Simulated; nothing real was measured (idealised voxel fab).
Process module, titled voxel self aligned vias
In the cross-section labelled cut, the width is 215 nm and each square cell is 5 nm.
A cross-section is a grid of square cells, given in bands from the top down. A band is one or more rows of cells.
Quick guide to a band line: top height, bottom height (nm) up front; then every material left to right with its width in nm. Only one material and it's marked "all across"? Then it fills the band edge to edge. And "empty" just means empty space.
Basically, 0 is our baseline, since under it the wafer straight out of the box is all one material. The bottom band has no lower end and keeps on going down, so it looks like "0 nm and below".
The width entry "30->40" should be interpreted row by row: the top row of cells in the band takes the first number, the bottom row takes the second number, and the change between adjacent rows is uniform throughout.
You'll sometimes find "remained the same" written for a step, and that's the way of saying that nowhere in the cross-section did a cell change during that step.
If an empty space has no open way to the top and is at least 8 cells in size, "Fully closed voids" lists it, written width x height at distance, where distance is measured from the left edge and every value is in nm.
Text after the settings on a step's line: the simulator's own remark on that step.
You can add "overlay nm" to a step's line. For a step with a mask, it describes how far the mask lay to the right of its planned position, and a negative number describes a lay to the left.
Listed below are the process steps as planned:
1 RECEIVE (material Si)
2 CONFORMAL_DEP (material SiO2; thk nm 10)
3 CONFORMAL_DEP (material SiCN; thk nm 5)
4 DIRECTIONAL_DEP (material lowk; thk nm 30)
5 MASKED_ETCH (tone open; mask id LINES; width nm 25; pitch nm 50; etch materials lowk; depth nm 30; overlay nm 0)
6 CONFORMAL_DEP (material TiN; thk nm 5)
7 FILL_DEP (material Ru; thk nm 5)
8 CMP (height nm 45)
9 SELECTIVE_ETCH (etch materials W Ru TiN; depth nm 5)
10 FILL_DEP (material SiN; thk nm 10)
11 CMP (height nm 45)
12 DIRECTIONAL_DEP (material lowk; thk nm 15)
13 PATTERN (tone open; mask id VIAS; material resist; width nm 35; thk nm 15; overlay nm 0)
14 DIRECTIONAL_ETCH (etch materials lowk; depth nm 15)
15 DIRECTIONAL_ETCH (etch materials SiN; depth nm 5)
16 STRIP (etch materials resist)
17 CONFORMAL_DEP (material TiN; thk nm 5)
18 FILL_DEP (material Cu; thk nm 10)
19 CMP (height nm 60)
20 CONFORMAL_DEP (material SiCN; thk nm 5)
Here's what the wafer looked like in cross-section when it arrived - that's after step 1:
> 0 nm and below | Si all across
> Fully closed voids: none
Cross-section: first of two wafers, module finished, run according to plan:
> 65 nm to 60 nm | SiCN all across
> 60 nm to 50 nm | 65 of lowk; 5 of TiN; 25 of Cu; 5 of TiN; 115 of lowk
> 50 nm to 45 nm | 65 of lowk; 10 of TiN; 15 of Cu; 10 of TiN; 115 of lowk
> 45 nm to 40 nm | 70 of lowk; 25 of TiN; 25 of lowk; 25 of SiN; 70 of lowk
> 40 nm to 20 nm | 70 of lowk; 5 of TiN; 15 of Ru; 5 of TiN; 25 of lowk; 5 of TiN; 15 of Ru; 5 of TiN; 70 of lowk
> 20 nm to 15 nm | 70 of lowk; 25 of TiN; 25 of lowk; 25 of TiN; 70 of lowk
> 15 nm to 10 nm | SiCN all across
> 10 nm to 0 nm | SiO2 all across
> 0 nm and below | Si all across
> Fully closed voids: none
The second wafer, shown in cross-section after the module: started the same way as the first and given the same plan, yet one mistake crept into how it was run:
> 65 nm to 60 nm | SiCN all across
> 60 nm to 45 nm | 65 of lowk; 5 of TiN; 25 of Cu; 5 of TiN; 115 of lowk
> 45 nm to 40 nm | 65 of SiN; 35 of TiN; 115 of SiN
> 40 nm to 20 nm | 70 of lowk; 5 of TiN; 15 of Ru; 5 of TiN; 25 of lowk; 5 of TiN; 15 of Ru; 5 of TiN; 70 of lowk
> 20 nm to 15 nm | 70 of lowk; 25 of TiN; 25 of lowk; 25 of TiN; 70 of lowk
> 15 nm to 10 nm | SiCN all across
> 10 nm to 0 nm | SiO2 all across
> 0 nm and below | Si all across
> Fully closed voids: none
Which mistake was made when the wafer was run? step 4 was run on a setting that differed from the plan, and what really ran there is DIRECTIONAL_DEP (material lowk; thk nm 25)
Materials where the second wafer ends with more or fewer cells than the first: 2 more of Cu | 31 more of SiN | 33 fewer of lowk
